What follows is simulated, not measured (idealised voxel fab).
process module | voxel capacitor over wiring
cross-section cut | 195 nm wide | cells 5 nm
A cross-section is a grid of square cells, given in bands from the top down. A band is one or more rows of cells.
Each band's line starts with the height of the band's top and of its bottom, in nm. Then come its materials from left to right, each with its width in nm. One material with "throughout" fills the band from edge to edge. "air" is empty space.
Height 0 is the level under which the wafer as received is all one material. The lowest band goes on downwards, as in "0 down".
A width such as "30 to 40" changes by the same amount from each row of cells to the next, from the band's top row to its bottom row.
"no change" after a step means that no cell of the cross-section changed.
closed voids: empty space of 8 cells or more with no open way to the top, each as width x height at its distance from the left edge, in nm
after a step's settings: what the simulator itself notes on the step
overlay nm, on a step with a mask: how far to the right of its planned place the mask lay; to the left if negative
Each pair below shows a cross-section before one step and the cross-section after it, down to the lowest band that changed. The line under each pair gives the step between them, with its settings. The pairs can come from different runs of this module on the same starting wafer, so a pair continues from the pair above only where its "before" says so.
before
  50 to 40: lowk 55 | Ru 15 | lowk 125
  40 to 35: SiCN 55 | Ru 15 | SiCN 125
  35 to 30: SiCN 40 | Ru 35 | SiCN 45 | Ru 35 | SiCN 40
  30 to 25: lowk 45 | TiN 5 | Cu 15 | TiN 5 | lowk 55 | TiN 5 | Cu 15 | TiN 5 | lowk 45
  25 to 20: SiCN 45 | TiN 25 | SiCN 55 | TiN 25 | SiCN 45
  20 to 10: SiCN throughout
  10 to 0: SiO2 throughout
  0 down: Si throughout
  closed voids: none
after
  60 to 50: TiN throughout
  below 50: unchanged
  closed voids: none
the step between: op DIRECTIONAL_DEP | material TiN | thk nm 10
before: the cross-section after the pair above
after
  65 to 60: SiN throughout
  below 60: unchanged
  closed voids: none
the step between: op DIRECTIONAL_DEP | material SiN | thk nm 5
before: the cross-section after the pair above
after
  75 to 65: TiN throughout
  below 65: unchanged
  closed voids: none
the step between: op DIRECTIONAL_DEP | material TiN | thk nm 10
before: the cross-section after the pair above
after
  85 to 75: aC throughout
  below 75: unchanged
  closed voids: none
the step between: op DIRECTIONAL_DEP | material aC | thk nm 10
before: the cross-section after the pair above
after
  115 to 85: air 55 | resist 60 | air 80
  below 85: unchanged
  closed voids: none
the step between: op PATTERN | tone cover | mask id UPPER_PLATE | material resist | width nm 60 | thk nm 30 | overlay nm 0
before: the cross-section after the pair above
after
  105 to 85: air 55 | resist 60 | air 80
  85 to 75: air 55 | aC 60 | air 80
  below 75: unchanged
  closed voids: none
the step between: op DIRECTIONAL_ETCH | etch materials aC | depth nm 10
before: the cross-section after the pair above
after
  85 to 75: air 55 | aC 60 | air 80
  below 75: unchanged
  closed voids: none
the step between: op STRIP | etch materials resist
before: the cross-section after the pair above
after
  85 to 75: air 55 | aC 60 | air 80
  75 to 65: air 55 | TiN 60 | air 80
  below 65: unchanged
  closed voids: none
the step between: op DIRECTIONAL_ETCH | etch materials TiN | depth nm 10
before: the cross-section after the pair above
after
  85 to 75: air 55 | aC 60 | air 80
  75 to 65: air 55 | TiN 60 | air 80
  65 to 60: air 55 | SiN 60 | air 80
  below 60: unchanged
  closed voids: none
the step between: op DIRECTIONAL_ETCH | etch materials SiN | depth nm 5
before: the cross-section after the pair above
after
  75 to 65: air 55 | TiN 60 | air 80
  below 65: unchanged
  closed voids: none
the step between: op STRIP | etch materials aC
before: the cross-section after the pair above
after
  75 to 65: air 55 | TiN 60 | air 80
  65 to 60: air 55 | SiN 60 | air 80
  60 to 50: air 50 | TiN 70 | air 75
  below 50: unchanged
  closed voids: none
the step between: op MASKED_ETCH | tone cover | mask id LOWER_PLATE | width nm 70 | etch materials TiN | depth nm 10 | overlay nm 0
before: the cross-section after the pair above
after
  90 to 75: SiO2 throughout
  75 to 65: SiO2 55 | TiN 60 | SiO2 80
  65 to 60: SiO2 55 | SiN 60 | SiO2 80
  60 to 50: SiO2 50 | TiN 70 | SiO2 75
  below 50: unchanged
  closed voids: none
the step between: op FILL_DEP | material SiO2 | thk nm 15
before: the cross-section after the pair above
after
  85 to 75: SiO2 throughout
  below 75: unchanged
  closed voids: none
the step between: op CMP | height nm 85
before: the cross-section after the pair above
after
  105 to 85: resist 65 | air 15 | resist 115
  below 85: unchanged
  closed voids: none
the step between: op PATTERN | tone open | mask id PLUG_2 | material resist | width nm 15 | thk nm 20 | overlay nm 0
before: the cross-section after the pair above
after
  105 to 85: resist 65 | air 15 | resist 115
  85 to 75: SiO2 65 | air 15 | SiO2 115
  below 75: unchanged
  closed voids: none
the step between: op DIRECTIONAL_ETCH | etch materials SiO2 | depth nm 10
before: the cross-section after the pair above
after
  85 to 75: SiO2 65 | air 15 | SiO2 115
  below 75: unchanged
  closed voids: none
the step between: op STRIP | etch materials resist
before: the cross-section after the pair above
after
  90 to 85: TiN 70 | air 5 | TiN 120
  85 to 80: SiO2 65 | TiN 5 | air 5 | TiN 5 | SiO2 115
  80 to 75: SiO2 65 | TiN 15 | SiO2 115
  below 75: unchanged
  closed voids: none
the step between: op CONFORMAL_DEP | material TiN | thk nm 5
before: the cross-section after the pair above
after
  95 to 90: Cu throughout
  90 to 85: TiN 70 | Cu 5 | TiN 120
  85 to 80: SiO2 65 | TiN 5 | Cu 5 | TiN 5 | SiO2 115
  below 80: unchanged
  closed voids: none
the step between: op FILL_DEP | material Cu | thk nm 5
before: the cross-section after the pair above
after
  85 to 80: SiO2 65 | TiN 5 | Cu 5 | TiN 5 | SiO2 115
  below 80: unchanged
  closed voids: none
the step between: op CMP | height nm 85
before: the cross-section after the pair above
after
  90 to 85: SiCN throughout
  below 85: unchanged
  closed voids: none
the step between: op CONFORMAL_DEP | material SiCN | thk nm 5
before
  75 to 65: air 55 | TiN 60 | air 80
  65 to 60: air 55 | SiN 60 | air 80
  60 to 50: TiN throughout
  50 to 40: lowk 55 | Ru 15 | lowk 125
  40 to 35: SiCN 55 | Ru 15 | SiCN 125
  35 to 30: SiCN 40 | Ru 35 | SiCN 45 | Ru 35 | SiCN 40
  30 to 15: lowk 45 | TiN 5 | Cu 15 | TiN 5 | lowk 55 | TiN 5 | Cu 15 | TiN 5 | lowk 45
  15 to 10: SiCN 45 | TiN 25 | SiCN 55 | TiN 25 | SiCN 45
  10 to 0: SiO2 throughout
  0 down: Si throughout
  closed voids: none
after
  75 to 65: air 55 | TiN 60 | air 80
  65 to 60: air 55 | SiN 60 | air 80
  60 to 50: air 50 | TiN 75 | air 70
  below 50: unchanged
  closed voids: none
the step between: op MASKED_ETCH | tone cover | mask id LOWER_PLATE | width nm 75 | etch materials TiN | depth nm 10 | overlay nm 0
before: the cross-section after the pair above
after
  90 to 75: SiO2 throughout
  75 to 65: SiO2 55 | TiN 60 | SiO2 80
  65 to 60: SiO2 55 | SiN 60 | SiO2 80
  60 to 50: SiO2 50 | TiN 75 | SiO2 70
  below 50: unchanged
  closed voids: none
the step between: op FILL_DEP | material SiO2 | thk nm 15
before: the cross-section after the pair above
after
  85 to 75: SiO2 throughout
  below 75: unchanged
  closed voids: none
the step between: op CMP | height nm 85
before: the cross-section after the pair above
after
  105 to 85: resist 65 | air 15 | resist 115
  below 85: unchanged
  closed voids: none
the step between: op PATTERN | tone open | mask id PLUG_2 | material resist | width nm 15 | thk nm 20 | overlay nm 0
before: the cross-section after the pair above
after
  105 to 85: resist 65 | air 15 | resist 115
  85 to 75: SiO2 65 | air 15 | SiO2 115
  below 75: unchanged
  closed voids: none
the step between: op DIRECTIONAL_ETCH | etch materials SiO2 | depth nm 10
before: the cross-section after the pair above
after
  85 to 75: SiO2 65 | air 15 | SiO2 115
  below 75: unchanged
  closed voids: none
the step between: op STRIP | etch materials resist
before: the cross-section after the pair above
after
  90 to 85: TiN 70 | air 5 | TiN 120
  85 to 80: SiO2 65 | TiN 5 | air 5 | TiN 5 | SiO2 115
  80 to 75: SiO2 65 | TiN 15 | SiO2 115
  below 75: unchanged
  closed voids: none
the step between: op CONFORMAL_DEP | material TiN | thk nm 5
before: the cross-section after the pair above
after
  95 to 90: Cu throughout
  90 to 85: TiN 70 | Cu 5 | TiN 120
  85 to 80: SiO2 65 | TiN 5 | Cu 5 | TiN 5 | SiO2 115
  below 80: unchanged
  closed voids: none
the step between: op FILL_DEP | material Cu | thk nm 5
before: the cross-section after the pair above
after
  85 to 80: SiO2 65 | TiN 5 | Cu 5 | TiN 5 | SiO2 115
  below 80: unchanged
  closed voids: none
the step between: op CMP | height nm 85
before: the cross-section after the pair above
after
  90 to 85: SiCN throughout
  below 85: unchanged
  closed voids: none
the step between: op CONFORMAL_DEP | material SiCN | thk nm 5
before
  30 to 15: lowk throughout
  15 to 10: SiCN throughout
  10 to 0: SiO2 throughout
  0 down: Si throughout
  closed voids: none
after
  45 to 30: resist 50 | air 25 | resist 55 | air 25 | resist 40
  below 30: unchanged
  closed voids: none
the step between: op PATTERN | tone open | mask id METAL_1 | material resist | width nm 25 | pitch nm 80 | thk nm 15 | overlay nm 5
before: the cross-section after the pair above
after
  45 to 30: resist 50 | air 25 | resist 55 | air 25 | resist 40
  30 to 15: lowk 50 | air 25 | lowk 55 | air 25 | lowk 40
  below 15: unchanged
  closed voids: none
the step between: op DIRECTIONAL_ETCH | etch materials lowk | depth nm 15
before: the cross-section after the pair above
after
  45 to 30: resist 50 | air 25 | resist 55 | air 25 | resist 40
  30 to 15: lowk 50 | air 25 | lowk 55 | air 25 | lowk 40
  15 to 10: SiCN 50 | air 25 | SiCN 55 | air 25 | SiCN 40
  below 10: unchanged
  closed voids: none
the step between: op DIRECTIONAL_ETCH | etch materials SiCN | depth nm 5
before: the cross-section after the pair above
after
  30 to 15: lowk 50 | air 25 | lowk 55 | air 25 | lowk 40
  below 15: unchanged
  closed voids: none
the step between: op STRIP | etch materials resist
before: the cross-section after the pair above
after
  35 to 30: TiN 55 | air 15 | TiN 65 | air 15 | TiN 45
  30 to 15: lowk 50 | TiN 5 | air 15 | TiN 5 | lowk 55 | TiN 5 | air 15 | TiN 5 | lowk 40
  15 to 10: SiCN 50 | TiN 25 | SiCN 55 | TiN 25 | SiCN 40
  below 10: unchanged
  closed voids: none
the step between: op CONFORMAL_DEP | material TiN | thk nm 5
before: the cross-section after the pair above
after
  45 to 35: Cu throughout
  35 to 30: TiN 55 | Cu 15 | TiN 65 | Cu 15 | TiN 45
  30 to 15: lowk 50 | TiN 5 | Cu 15 | TiN 5 | lowk 55 | TiN 5 | Cu 15 | TiN 5 | lowk 40
  below 15: unchanged
  closed voids: none
the step between: op FILL_DEP | material Cu | thk nm 10
before: the cross-section after the pair above
after
  30 to 15: lowk 50 | TiN 5 | Cu 15 | TiN 5 | lowk 55 | TiN 5 | Cu 15 | TiN 5 | lowk 40
  below 15: unchanged
  closed voids: none
the step between: op CMP | height nm 30
before: the cross-section after the pair above
after
  35 to 30: air 45 | Ru 35 | air 45 | Ru 35 | air 35
  below 30: unchanged
  closed voids: none
the step between: op EPI | material Ru | thk nm 5
before: the cross-section after the pair above
after
  40 to 35: SiCN throughout
  35 to 30: SiCN 45 | Ru 35 | SiCN 45 | Ru 35 | SiCN 35
  below 30: unchanged
  closed voids: none
the step between: op FILL_DEP | material SiCN | thk nm 5
before: the cross-section after the pair above
after
  50 to 40: lowk throughout
  below 40: unchanged
  closed voids: none
the step between: op DIRECTIONAL_DEP | material lowk | thk nm 10
before: the cross-section after the pair above
after
  50 to 40: lowk 55 | air 15 | lowk 125
  below 40: unchanged
  closed voids: none
the step between: op MASKED_ETCH | tone open | mask id PLUG_1 | width nm 15 | etch materials lowk | depth nm 10 | overlay nm 0
before: the cross-section after the pair above
after
  50 to 40: lowk 55 | air 15 | lowk 125
  40 to 35: SiCN 55 | air 15 | SiCN 125
  below 35: unchanged
  closed voids: none
the step between: op MASKED_ETCH | tone open | mask id PLUG_1 | width nm 15 | etch materials SiCN | depth nm 5 | overlay nm 0
before: the cross-section after the pair above
after
  50 to 45: lowk 55 | air 15 | lowk 125
  45 to 40: lowk 55 | Ru 15 | lowk 125
  40 to 35: SiCN 55 | Ru 15 | SiCN 125
  below 35: unchanged
  closed voids: none
the step between: op EPI | material Ru | thk nm 10
before: the cross-section after the pair above
after
  50 to 40: lowk 55 | Ru 15 | lowk 125
  below 40: unchanged
  closed voids: none
the step between: op EPI | material Ru | thk nm 5
before: the cross-section after the pair above
after
  60 to 50: TiN throughout
  below 50: unchanged
  closed voids: none
the step between: op DIRECTIONAL_DEP | material TiN | thk nm 10
before: the cross-section after the pair above
after
  65 to 60: SiN throughout
  below 60: unchanged
  closed voids: none
the step between: op DIRECTIONAL_DEP | material SiN | thk nm 5
before: the cross-section after the pair above
after
  75 to 65: TiN throughout
  below 65: unchanged
  closed voids: none
the step between: op DIRECTIONAL_DEP | material TiN | thk nm 10
before: the cross-section after the pair above
after
  85 to 75: aC throughout
  below 75: unchanged
  closed voids: none
the step between: op DIRECTIONAL_DEP | material aC | thk nm 10
before: the cross-section after the pair above
after
  115 to 85: air 55 | resist 60 | air 80
  below 85: unchanged
  closed voids: none
the step between: op PATTERN | tone cover | mask id UPPER_PLATE | material resist | width nm 60 | thk nm 30 | overlay nm 0
before: the cross-section after the pair above
after
  105 to 85: air 55 | resist 60 | air 80
  85 to 75: air 55 | aC 60 | air 80
  below 75: unchanged
  closed voids: none
the step between: op DIRECTIONAL_ETCH | etch materials aC | depth nm 10
before: the cross-section after the pair above
after
  85 to 75: air 55 | aC 60 | air 80
  below 75: unchanged
  closed voids: none
the step between: op STRIP | etch materials resist
before: the cross-section after the pair above
after
  85 to 75: air 55 | aC 60 | air 80
  75 to 65: air 55 | TiN 60 | air 80
  below 65: unchanged
  closed voids: none
the step between: op DIRECTIONAL_ETCH | etch materials TiN | depth nm 10
before: the cross-section after the pair above
after
  85 to 75: air 55 | aC 60 | air 80
  75 to 65: air 55 | TiN 60 | air 80
  65 to 60: air 55 | SiN 60 | air 80
  below 60: unchanged
  closed voids: none
the step between: op DIRECTIONAL_ETCH | etch materials SiN | depth nm 5
before: the cross-section after the pair above
after
  75 to 65: air 55 | TiN 60 | air 80
  below 65: unchanged
  closed voids: none
the step between: op STRIP | etch materials aC
before: the cross-section after the pair above
after
  75 to 65: air 55 | TiN 60 | air 80
  65 to 60: air 55 | SiN 60 | air 80
  60 to 50: air 50 | TiN 70 | air 75
  below 50: unchanged
  closed voids: none
the step between: op MASKED_ETCH | tone cover | mask id LOWER_PLATE | width nm 70 | etch materials TiN | depth nm 10 | overlay nm 0
before: the cross-section after the pair above
after
  90 to 75: SiO2 throughout
  75 to 65: SiO2 55 | TiN 60 | SiO2 80
  65 to 60: SiO2 55 | SiN 60 | SiO2 80
  60 to 50: SiO2 50 | TiN 70 | SiO2 75
  below 50: unchanged
  closed voids: none
the step between: op FILL_DEP | material SiO2 | thk nm 15
before: the cross-section after the pair above
after
  85 to 75: SiO2 throughout
  below 75: unchanged
  closed voids: none
the step between: op CMP | height nm 85
before: the cross-section after the pair above
after
  105 to 85: resist 65 | air 15 | resist 115
  below 85: unchanged
  closed voids: none
the step between: op PATTERN | tone open | mask id PLUG_2 | material resist | width nm 15 | thk nm 20 | overlay nm 0
before: the cross-section after the pair above
after
  105 to 85: resist 65 | air 15 | resist 115
  85 to 75: SiO2 65 | air 15 | SiO2 115
  below 75: unchanged
  closed voids: none
the step between: op DIRECTIONAL_ETCH | etch materials SiO2 | depth nm 10
before: the cross-section after the pair above
after
  85 to 75: SiO2 65 | air 15 | SiO2 115
  below 75: unchanged
  closed voids: none
the step between: op STRIP | etch materials resist
before: the cross-section after the pair above
after
  90 to 85: TiN 70 | air 5 | TiN 120
  85 to 80: SiO2 65 | TiN 5 | air 5 | TiN 5 | SiO2 115
  80 to 75: SiO2 65 | TiN 15 | SiO2 115
  below 75: unchanged
  closed voids: none
the step between: op CONFORMAL_DEP | material TiN | thk nm 5
before: the cross-section after the pair above
after
  95 to 90: Cu throughout
  90 to 85: TiN 70 | Cu 5 | TiN 120
  85 to 80: SiO2 65 | TiN 5 | Cu 5 | TiN 5 | SiO2 115
  below 80: unchanged
  closed voids: none
the step between: op FILL_DEP | material Cu | thk nm 5
before: the cross-section after the pair above
after
  85 to 80: SiO2 65 | TiN 5 | Cu 5 | TiN 5 | SiO2 115
  below 80: unchanged
  closed voids: none
the step between: op CMP | height nm 85
before: the cross-section after the pair above
after
  90 to 85: SiCN throughout
  below 85: unchanged
  closed voids: none
the step between: op CONFORMAL_DEP | material SiCN | thk nm 5
before
  0 down: Si throughout
  closed voids: none
after
  10 to 0: SiN throughout
  below 0: unchanged
  closed voids: none
the step between: op CONFORMAL_DEP | material SiN | thk nm 10
before: the cross-section after the pair above
after
  15 to 10: SiCN throughout
  below 10: unchanged
  closed voids: none
the step between: op CONFORMAL_DEP | material SiCN | thk nm 5
before: the cross-section after the pair above
after
  30 to 15: lowk throughout
  below 15: unchanged
  closed voids: none
the step between: op DIRECTIONAL_DEP | material lowk | thk nm 15
before: the cross-section after the pair above
after
  45 to 30: resist 45 | air 25 | resist 55 | air 25 | resist 45
  below 30: unchanged
  closed voids: none
the step between: op PATTERN | tone open | mask id METAL_1 | material resist | width nm 25 | pitch nm 80 | thk nm 15 | overlay nm 0
before: the cross-section after the pair above
after
  45 to 30: resist 45 | air 25 | resist 55 | air 25 | resist 45
  30 to 15: lowk 45 | air 25 | lowk 55 | air 25 | lowk 45
  below 15: unchanged
  closed voids: none
the step between: op DIRECTIONAL_ETCH | etch materials lowk | depth nm 15
before: the cross-section after the pair above
after
  45 to 30: resist 45 | air 25 | resist 55 | air 25 | resist 45
  30 to 15: lowk 45 | air 25 | lowk 55 | air 25 | lowk 45
  15 to 10: SiCN 45 | air 25 | SiCN 55 | air 25 | SiCN 45
  below 10: unchanged
  closed voids: none
the step between: op DIRECTIONAL_ETCH | etch materials SiCN | depth nm 5
before: the cross-section after the pair above
after
  30 to 15: lowk 45 | air 25 | lowk 55 | air 25 | lowk 45
  below 15: unchanged
  closed voids: none
the step between: op STRIP | etch materials resist
before: the cross-section after the pair above
after
  35 to 30: TiN 50 | air 15 | TiN 65 | air 15 | TiN 50
  30 to 15: lowk 45 | TiN 5 | air 15 | TiN 5 | lowk 55 | TiN 5 | air 15 | TiN 5 | lowk 45
  15 to 10: SiCN 45 | TiN 25 | SiCN 55 | TiN 25 | SiCN 45
  below 10: unchanged
  closed voids: none
the step between: op CONFORMAL_DEP | material TiN | thk nm 5
before: the cross-section after the pair above
after
  45 to 35: Cu throughout
  35 to 30: TiN 50 | Cu 15 | TiN 65 | Cu 15 | TiN 50
  30 to 15: lowk 45 | TiN 5 | Cu 15 | TiN 5 | lowk 55 | TiN 5 | Cu 15 | TiN 5 | lowk 45
  below 15: unchanged
  closed voids: none
the step between: op FILL_DEP | material Cu | thk nm 10
before: the cross-section after the pair above
after
  30 to 15: lowk 45 | TiN 5 | Cu 15 | TiN 5 | lowk 55 | TiN 5 | Cu 15 | TiN 5 | lowk 45
  below 15: unchanged
  closed voids: none
the step between: op CMP | height nm 30
before: the cross-section after the pair above
after
  35 to 30: air 40 | Ru 35 | air 45 | Ru 35 | air 40
  below 30: unchanged
  closed voids: none
the step between: op EPI | material Ru | thk nm 5
before: the cross-section after the pair above
after
  40 to 35: SiCN throughout
  35 to 30: SiCN 40 | Ru 35 | SiCN 45 | Ru 35 | SiCN 40
  below 30: unchanged
  closed voids: none
the step between: op FILL_DEP | material SiCN | thk nm 5
before: the cross-section after the pair above
after
  50 to 40: lowk throughout
  below 40: unchanged
  closed voids: none
the step between: op DIRECTIONAL_DEP | material lowk | thk nm 10
before: the cross-section after the pair above
after
  50 to 40: lowk 55 | air 15 | lowk 125
  below 40: unchanged
  closed voids: none
the step between: op MASKED_ETCH | tone open | mask id PLUG_1 | width nm 15 | etch materials lowk | depth nm 10 | overlay nm 0
before: the cross-section after the pair above
after
  50 to 40: lowk 55 | air 15 | lowk 125
  40 to 35: SiCN 55 | air 15 | SiCN 125
  below 35: unchanged
  closed voids: none
the step between: op MASKED_ETCH | tone open | mask id PLUG_1 | width nm 15 | etch materials SiCN | depth nm 5 | overlay nm 0
before: the cross-section after the pair above
after
  50 to 45: lowk 55 | air 15 | lowk 125
  45 to 40: lowk 55 | Ru 15 | lowk 125
  40 to 35: SiCN 55 | Ru 15 | SiCN 125
  below 35: unchanged
  closed voids: none
the step between: op EPI | material Ru | thk nm 10
before: the cross-section after the pair above
after
  50 to 40: lowk 55 | Ru 15 | lowk 125
  below 40: unchanged
  closed voids: none
the step between: op EPI | material Ru | thk nm 5
before: the cross-section after the pair above
after
  60 to 50: TiN throughout
  below 50: unchanged
  closed voids: none
the step between: op DIRECTIONAL_DEP | material TiN | thk nm 10
before: the cross-section after the pair above
after
  65 to 60: SiN throughout
  below 60: unchanged
  closed voids: none
the step between: op DIRECTIONAL_DEP | material SiN | thk nm 5
before: the cross-section after the pair above
after
  75 to 65: TiN throughout
  below 65: unchanged
  closed voids: none
the step between: op DIRECTIONAL_DEP | material TiN | thk nm 10
before: the cross-section after the pair above
after
  85 to 75: aC throughout
  below 75: unchanged
  closed voids: none
the step between: op DIRECTIONAL_DEP | material aC | thk nm 10
before: the cross-section after the pair above
after
  115 to 85: air 55 | resist 60 | air 80
  below 85: unchanged
  closed voids: none
the step between: op PATTERN | tone cover | mask id UPPER_PLATE | material resist | width nm 60 | thk nm 30 | overlay nm 0
before: the cross-section after the pair above
after
  105 to 85: air 55 | resist 60 | air 80
  85 to 75: air 55 | aC 60 | air 80
  below 75: unchanged
  closed voids: none
the step between: op DIRECTIONAL_ETCH | etch materials aC | depth nm 10
before: the cross-section after the pair above
after
  85 to 75: air 55 | aC 60 | air 80
  below 75: unchanged
  closed voids: none
the step between: op STRIP | etch materials resist
before: the cross-section after the pair above
after
  85 to 75: air 55 | aC 60 | air 80
  75 to 65: air 55 | TiN 60 | air 80
  below 65: unchanged
  closed voids: none
the step between: op DIRECTIONAL_ETCH | etch materials TiN | depth nm 10
before: the cross-section after the pair above
after
  85 to 75: air 55 | aC 60 | air 80
  75 to 65: air 55 | TiN 60 | air 80
  65 to 60: air 55 | SiN 60 | air 80
  below 60: unchanged
  closed voids: none
the step between: op DIRECTIONAL_ETCH | etch materials SiN | depth nm 5
before: the cross-section after the pair above
after
  75 to 65: air 55 | TiN 60 | air 80
  below 65: unchanged
  closed voids: none
the step between: op STRIP | etch materials aC
before: the cross-section after the pair above
after
  75 to 65: air 55 | TiN 60 | air 80
  65 to 60: air 55 | SiN 60 | air 80
  60 to 50: air 50 | TiN 70 | air 75
  below 50: unchanged
  closed voids: none
the step between: op MASKED_ETCH | tone cover | mask id LOWER_PLATE | width nm 70 | etch materials TiN | depth nm 10 | overlay nm 0
before: the cross-section after the pair above
after
  90 to 75: SiO2 throughout
  75 to 65: SiO2 55 | TiN 60 | SiO2 80
  65 to 60: SiO2 55 | SiN 60 | SiO2 80
  60 to 50: SiO2 50 | TiN 70 | SiO2 75
  below 50: unchanged
  closed voids: none
the step between: op FILL_DEP | material SiO2 | thk nm 15
before: the cross-section after the pair above
after
  85 to 75: SiO2 throughout
  below 75: unchanged
  closed voids: none
the step between: op CMP | height nm 85
before: the cross-section after the pair above
after
  105 to 85: resist 65 | air 15 | resist 115
  below 85: unchanged
  closed voids: none
the step between: op PATTERN | tone open | mask id PLUG_2 | material resist | width nm 15 | thk nm 20 | overlay nm 0
before: the cross-section after the pair above
after
  105 to 85: resist 65 | air 15 | resist 115
  85 to 75: SiO2 65 | air 15 | SiO2 115
  below 75: unchanged
  closed voids: none
the step between: op DIRECTIONAL_ETCH | etch materials SiO2 | depth nm 10
before: the cross-section after the pair above
after
  85 to 75: SiO2 65 | air 15 | SiO2 115
  below 75: unchanged
  closed voids: none
the step between: op STRIP | etch materials resist
before: the cross-section after the pair above
after
  90 to 85: TiN 70 | air 5 | TiN 120
  85 to 80: SiO2 65 | TiN 5 | air 5 | TiN 5 | SiO2 115
  80 to 75: SiO2 65 | TiN 15 | SiO2 115
  below 75: unchanged
  closed voids: none
the step between: op CONFORMAL_DEP | material TiN | thk nm 5
before: the cross-section after the pair above
after
  95 to 90: Cu throughout
  90 to 85: TiN 70 | Cu 5 | TiN 120
  85 to 80: SiO2 65 | TiN 5 | Cu 5 | TiN 5 | SiO2 115
  below 80: unchanged
  closed voids: none
the step between: op FILL_DEP | material Cu | thk nm 5
before: the cross-section after the pair above
after
  85 to 80: SiO2 65 | TiN 5 | Cu 5 | TiN 5 | SiO2 115
  below 80: unchanged
  closed voids: none
the step between: op CMP | height nm 85
before: the cross-section after the pair above
after
  90 to 85: SiCN throughout
  below 85: unchanged
  closed voids: none
the step between: op CONFORMAL_DEP | material SiCN | thk nm 5
before
  85 to 75: SiO2 throughout
  75 to 65: SiO2 55 | TiN 60 | SiO2 80
  65 to 60: SiO2 55 | SiN 60 | SiO2 80
  60 to 50: SiO2 50 | TiN 70 | SiO2 75
  50 to 40: lowk 55 | Ru 15 | lowk 125
  40 to 35: SiCN 55 | Ru 15 | SiCN 125
  35 to 30: SiCN 40 | Ru 35 | SiCN 45 | Ru 35 | SiCN 40
  30 to 15: lowk 45 | TiN 5 | Cu 15 | TiN 5 | lowk 55 | TiN 5 | Cu 15 | TiN 5 | lowk 45
  15 to 10: SiCN 45 | TiN 25 | SiCN 55 | TiN 25 | SiCN 45
  10 to 0: SiO2 throughout
  0 down: Si throughout
  closed voids: none
after
  105 to 85: air 65 | resist 15 | air 115
  below 85: unchanged
  closed voids: none
the step between: op PATTERN | tone cover | mask id PLUG_2 | material resist | width nm 15 | thk nm 20 | overlay nm 0
before: the cross-section after the pair above
after
  105 to 85: air 65 | resist 15 | air 115
  85 to 75: air 65 | SiO2 15 | air 115
  below 75: unchanged
  closed voids: none
the step between: op DIRECTIONAL_ETCH | etch materials SiO2 | depth nm 10
before: the cross-section after the pair above
after
  85 to 75: air 65 | SiO2 15 | air 115
  below 75: unchanged
  closed voids: none
the step between: op STRIP | etch materials resist
before: the cross-section after the pair above
after
  90 to 85: air 60 | TiN 25 | air 110
  85 to 80: air 60 | TiN 5 | SiO2 15 | TiN 5 | air 110
  80 to 75: TiN 65 | SiO2 15 | TiN 115
  below 75: unchanged
  closed voids: none
the step between: op CONFORMAL_DEP | material TiN | thk nm 5
before: the cross-section after the pair above
after
  95 to 90: Cu throughout
  90 to 85: Cu 60 | TiN 25 | Cu 110
  85 to 80: Cu 60 | TiN 5 | SiO2 15 | TiN 5 | Cu 110
  below 80: unchanged
  closed voids: none
the step between: op FILL_DEP | material Cu | thk nm 5
before: the cross-section after the pair above
after
  85 to 80: Cu 60 | TiN 5 | SiO2 15 | TiN 5 | Cu 110
  below 80: unchanged
  closed voids: none
the step between: op CMP | height nm 85
before: the cross-section after the pair above
after
  90 to 85: SiCN throughout
  below 85: unchanged
  closed voids: none
the step between: op CONFORMAL_DEP | material SiCN | thk nm 5
